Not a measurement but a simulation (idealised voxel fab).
process module | voxel released beams
cross-section cut | 220 nm wide | cells 5 nm
A cross-section is a grid of square cells, given in bands from the top down. A band is one or more rows of cells.
Each band's line starts with the height of the band's top and of its bottom, in nm. Then come its materials from left to right, each with its width in nm. One material with "throughout" fills the band from edge to edge. "air" is empty space.
Height 0 is the level under which the wafer as received is all one material. The lowest band goes on downwards, as in "0 down".
A width such as "30 to 40" changes by the same amount from each row of cells to the next, from the band's top row to its bottom row.
"no change" after a step means that no cell of the cross-section changed.
closed voids: empty space of 8 cells or more with no open way to the top, each as width x height at its distance from the left edge, in nm
after a step's settings: what the simulator itself notes on the step
overlay nm, on a step with a mask: how far to the right of its planned place the mask lay; to the left if negative
plan
1 op RECEIVE | material Si
2 op CONFORMAL_DEP | material SiN | thk nm 5
3 op DIRECTIONAL_DEP | material SiO2 | thk nm 20
4 op PATTERN | tone open | mask id ANCHOR | material resist | width nm 45 | thk nm 20 | overlay nm 0
5 op DIRECTIONAL_ETCH | etch materials SiO2 | depth nm 20
6 op STRIP | etch materials resist
7 op CONFORMAL_DEP | material W | thk nm 15
8 op PATTERN | tone cover | mask id BEAM | material resist | width nm 95 | thk nm 20 | overlay nm 0
9 op DIRECTIONAL_ETCH | etch materials W | depth nm 15
10 op STRIP | etch materials resist
11 op STRIP | etch materials SiO2
as received, after step 1
  0 down: Si throughout
  closed voids: none
first wafer at the end, as planned
  40 to 25: air 60 | W 20 | air 15 | W 60 | air 65
  25 to 20: air 65 | W 15 | air 15 | W 15 | air 110
  20 to 5: air 65 | W 45 | air 110
  5 to 0: SiN throughout
  0 down: Si throughout
  closed voids: none
second wafer at the end: like start, like plan, one mistake
  50 to 35: air 60 | W 95 | air 65
  35 to 25: W throughout
  25 to 5: SiO2 65 | W 45 | SiO2 110
  5 to 0: SiN throughout
  0 down: Si throughout
  closed voids: none
what went wrong: step 7 ran as: op CONFORMAL_DEP | material W | thk nm 25
at the end the second wafer has, in cells: 140 more of SiO2 | 100 more of W
